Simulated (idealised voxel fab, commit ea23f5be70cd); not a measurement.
Proc. module: voxel self aligned contacts
cross-section cut | 285 nm wide | cells 5 nm
Reading order for cross-sections: top band down to bottom band. Underlying form: a grid of square cells. Band size: one or more rows of cells.
A band entry consists of two parts. The first gives the height of the band's top and the height of its bottom, in nm. The rest lists the band's materials from left to right, each with its width in nm. A single material labelled with the word "edge to edge" fills the band from edge to edge, and the word "blank" marks empty space.
Heights from 0 (as-received wafer is one material below). Bottom band endless downward, as "0 down".
Think of "30->40" as a width that walks from the first number to the second as you go down the band, top row to bottom row, taking equal-sized steps from row to row.
A step reported as "nothing got changed" is a step in which no cell of the cross-section changed.
"Closed void roster" - sealed voids, min. 8 cells, no opening to top; format: width x height at distance (distance from left edge; nm throughout).
What comes after the settings on a step's line is commentary from the simulator itself on that step.
overlay nm, on a step with a mask: how far to the right of its planned place the mask lay; to the left if negative

So here's the lineup of process steps we planned
1: RECEIVE with material Si
2: OXIDIZE with depth nm 5
3: DIRECTIONAL_DEP with material polySi, thk nm 25
4: DIRECTIONAL_DEP with material SiN, thk nm 15
5: DIRECTIONAL_DEP with material aC, thk nm 15
6: PATTERN with tone cover, mask id GATE, material resist, width nm 25, pitch nm 55, thk nm 30, overlay nm 0
7: DIRECTIONAL_ETCH with etch materials aC, depth nm 15
8: STRIP with etch materials resist
9: DIRECTIONAL_ETCH with etch materials SiN, depth nm 15
10: DIRECTIONAL_ETCH with etch materials polySi, depth nm 25
11: STRIP with etch materials aC
12: CONFORMAL_DEP with material SiN, thk nm 5
13: DIRECTIONAL_ETCH with etch materials SiN, depth nm 5
14: FILL_DEP with material SiO2, thk nm 10
15: CMP with height nm 45
16: MASKED_ETCH with tone open, mask id CONTACT, width nm 40, pitch nm 55, etch materials SiO2, depth nm 50, overlay nm 0
17: CONFORMAL_DEP with material TiN, thk nm 5
18: FILL_DEP with material W, thk nm 5
19: CMP with height nm 45
20: CONFORMAL_DEP with material SiN, thk nm 5

as received, after step 1
0 down | Si edge to edge
Closed void roster: none

End-of-module cross-section of the first of two wafers, processed as planned
50 to 45 | SiN edge to edge
45 to 40 | 95 SiO2 / 15 TiN / 10 W / 15 TiN / 15 SiO2 / 15 TiN / 10 W / 15 TiN / 95 SiO2
40 to 25 | 70 SiO2 / 35 SiN / 5 TiN / 10 W / 5 TiN / 35 SiN / 5 TiN / 10 W / 5 TiN / 35 SiN / 70 SiO2
25 to 0 | 70 SiO2 / 5 SiN / 25 polySi / 5 SiN / 5 TiN / 10 W / 5 TiN / 5 SiN / 25 polySi / 5 SiN / 5 TiN / 10 W / 5 TiN / 5 SiN / 25 polySi / 5 SiN / 70 SiO2
0 to -5 | 105 SiO2 / 20 TiN / 35 SiO2 / 20 TiN / 105 SiO2
-5 down | Si edge to edge
Closed void roster: none

Cross-section, wafer two of two, end of module: same start and plan as wafer one, one error in execution
50 to 45 | SiN edge to edge
45 to 35 | 95 SiO2 / 5->10 TiN / 30->20 W / 5->10 TiN / 15 SiO2 / 5->10 TiN / 30->20 W / 5->10 TiN / 95 SiO2
35 to 25 | 75 SiO2 / 25 SiN / 5 TiN / 20 W / 5 TiN / 25 SiN / 5 TiN / 20 W / 5 TiN / 25 SiN / 75 SiO2
25 to 0 | 75 SiO2 / 25 polySi / 5 TiN / 20 W / 5 TiN / 25 polySi / 5 TiN / 20 W / 5 TiN / 25 polySi / 75 SiO2
0 to -5 | 100 SiO2 / 30 TiN / 25 SiO2 / 30 TiN / 100 SiO2
-5 down | Si edge to edge
Closed void roster: none
The plan and the run diverged here: step 12 was left out
It is noted that, at the conclusion of processing, the second wafer exhibits a higher or lower cell count for certain materials relative to the first: SiN: 63 fewer; SiO2: 23 more; W: 40 more
